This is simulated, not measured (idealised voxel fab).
You're looking at the process module voxel capacitor over wiring.
It is cross-section cut that appears here, measuring 275 nm in width, its square cells being 5 nm in size.
When this document writes out a cross-section, it uses a grid of square cells and lists it as bands, beginning at the top and moving down, with a band standing for one or more rows of cells.
What a band's entry tells you: where the top is and where the bottom is, as heights in nm, and after that what lies inside, material by material from left to right, each with its width in nm. Empty space is written as the word "empty", and a single material marked with the word "throughout" occupies the band from edge to edge.
The level at which height equals 0 is the one under which the wafer, as it arrives, is entirely one material. No lower edge exists for the bottom band, which continues downward and is notated as in "0 and below".
Top row gets the first number, bottom row gets the second, and each row in between changes by the same step: that is how a band width like "30..40" works.
"no change", as given for a step, is the statement that not any cell of the cross-section underwent a change during that step.
The entry "Enclosed cavity list" lists the empty spaces that cover at least 8 cells and have no open path to the top. Each is written as width x height at distance, where the distance is measured from the left edge and all three values are in nm.
Whatever follows a step's settings on its line is a remark the simulator itself makes about that step.
Steps that use a mask can have "overlay nm" on their line. It says how far the mask sat to the right of where it was meant to be. Negative means to the left.
THE FOLLOWING LIST GIVES THE PLANNED PROCESS STEPS
1) RECEIVE | material Si
2) CONFORMAL_DEP | material SiO2 | thk nm 10
3) DIRECTIONAL_DEP | material TiN | thk nm 5
4) DIRECTIONAL_DEP | material W | thk nm 15
5) DIRECTIONAL_DEP | material aC | thk nm 15
6) PATTERN | tone cover | mask id METAL_1 | material resist | width nm 25 | pitch nm 80 | thk nm 35 | overlay nm 0
7) DIRECTIONAL_ETCH | etch materials aC | depth nm 15
8) STRIP | etch materials resist
9) DIRECTIONAL_ETCH | etch materials W | depth nm 15
10) DIRECTIONAL_ETCH | etch materials TiN | depth nm 5
11) STRIP | etch materials aC
12) CONFORMAL_DEP | material SiCN | thk nm 5
13) FILL_DEP | material SiO2 | thk nm 10
14) CMP | height nm 30
15) CONFORMAL_DEP | material SiCN | thk nm 5
16) DIRECTIONAL_DEP | material SiO2 | thk nm 10
17) MASKED_ETCH | tone open | mask id PLUG_1 | width nm 15 | etch materials SiO2 | depth nm 10 | overlay nm 0
18) MASKED_ETCH | tone open | mask id PLUG_1 | width nm 15 | etch materials SiCN | depth nm 5 | overlay nm 0
19) EPI | material Ru | thk nm 10
20) EPI | material Ru | thk nm 5
21) DIRECTIONAL_DEP | material TiN | thk nm 10
22) DIRECTIONAL_DEP | material HfO2 | thk nm 5
23) DIRECTIONAL_DEP | material TiN | thk nm 5
24) DIRECTIONAL_DEP | material aC | thk nm 15
25) PATTERN | tone cover | mask id UPPER_PLATE | material resist | width nm 60 | thk nm 30 | overlay nm 0
26) DIRECTIONAL_ETCH | etch materials aC | depth nm 15
27) STRIP | etch materials resist
28) DIRECTIONAL_ETCH | etch materials TiN | depth nm 5
29) DIRECTIONAL_ETCH | etch materials HfO2 | depth nm 5
30) STRIP | etch materials aC
31) MASKED_ETCH | tone cover | mask id LOWER_PLATE | width nm 70 | etch materials TiN | depth nm 10 | overlay nm 0
32) FILL_DEP | material SiO2 | thk nm 20
33) CMP | height nm 80
34) DIRECTIONAL_DEP | material aC | thk nm 10
35) PATTERN | tone open | mask id PLUG_2 | material resist | width nm 15 | thk nm 30 | overlay nm 0
36) DIRECTIONAL_ETCH | etch materials aC | depth nm 10
37) STRIP | etch materials resist
38) DIRECTIONAL_ETCH | etch materials SiO2 | depth nm 15
39) STRIP | etch materials aC
40) CONFORMAL_DEP | material TiN | thk nm 5
41) FILL_DEP | material W | thk nm 5
42) CMP | height nm 80
43) CONFORMAL_DEP | material SiCN | thk nm 5
WAFER AS RECEIVED: CROSS-SECTION FOLLOWING STEP 1
  0 and below  Si throughout
  Enclosed cavity list: none
SECTIONED VIEW, FIRST OF TWO WAFERS, AT THE CLOSE OF THE MODULE, PROCESSED AS INTENDED IN THE PLAN
  85 down to 80  SiCN throughout
  80 down to 70  105 nm SiO2, 5 nm TiN, 5 nm W, 5 nm TiN, 155 nm SiO2
  70 down to 60  105..95 nm SiO2, 15..60 nm TiN, 155..120 nm SiO2
  60 down to 55  95 nm SiO2, 60 nm HfO2, 120 nm SiO2
  55 down to 45  90 nm SiO2, 70 nm TiN, 115 nm SiO2
  45 down to 35  95 nm SiO2, 15 nm Ru, 165 nm SiO2
  35 down to 30  95 nm SiCN, 15 nm Ru, 165 nm SiCN
  30 down to 15  80 nm SiO2, 5 nm SiCN, 25 nm W, 5 nm SiCN, 45 nm SiO2, 5 nm SiCN, 25 nm W, 5 nm SiCN, 80 nm SiO2
  15 down to 10  85 nm SiCN, 25 nm TiN, 55 nm SiCN, 25 nm TiN, 85 nm SiCN
  10 down to 0  SiO2 throughout
  0 and below  Si throughout
  Enclosed cavity list: none
CROSS-SECTION AT END OF MODULE FOR THE SECOND WAFER OF TWO, WHICH MATCHED THE FIRST IN STARTING POINT AND PLAN AND DIFFERED BY ONE MISTAKE IN ITS PROCESSING
  85 down to 80  SiCN throughout
  80 down to 70  100 nm W, 5 nm TiN, 15 nm SiO2, 5 nm TiN, 150 nm W
  70 down to 65  105 nm TiN, 15 nm SiO2, 155 nm TiN
  65 down to 60  95 nm SiO2, 60 nm TiN, 120 nm SiO2
  60 down to 55  95 nm SiO2, 60 nm HfO2, 120 nm SiO2
  55 down to 45  90 nm SiO2, 70 nm TiN, 115 nm SiO2
  45 down to 35  95 nm SiO2, 15 nm Ru, 165 nm SiO2
  35 down to 30  95 nm SiCN, 15 nm Ru, 165 nm SiCN
  30 down to 15  80 nm SiO2, 5 nm SiCN, 25 nm W, 5 nm SiCN, 45 nm SiO2, 5 nm SiCN, 25 nm W, 5 nm SiCN, 80 nm SiO2
  15 down to 10  85 nm SiCN, 25 nm TiN, 55 nm SiCN, 25 nm TiN, 85 nm SiCN
  10 down to 0  SiO2 throughout
  0 and below  Si throughout
  Enclosed cavity list: none
What went wrong in running the wafer? step 35 did not happen as planned, as run it was PATTERN | tone cover | mask id PLUG_2 | material resist | width nm 15 | thk nm 30 | overlay nm 0
Final comparison by cell count, materials where the second wafer has more or fewer than the first: SiO2: 147 fewer; TiN: 49 more; W: 98 more
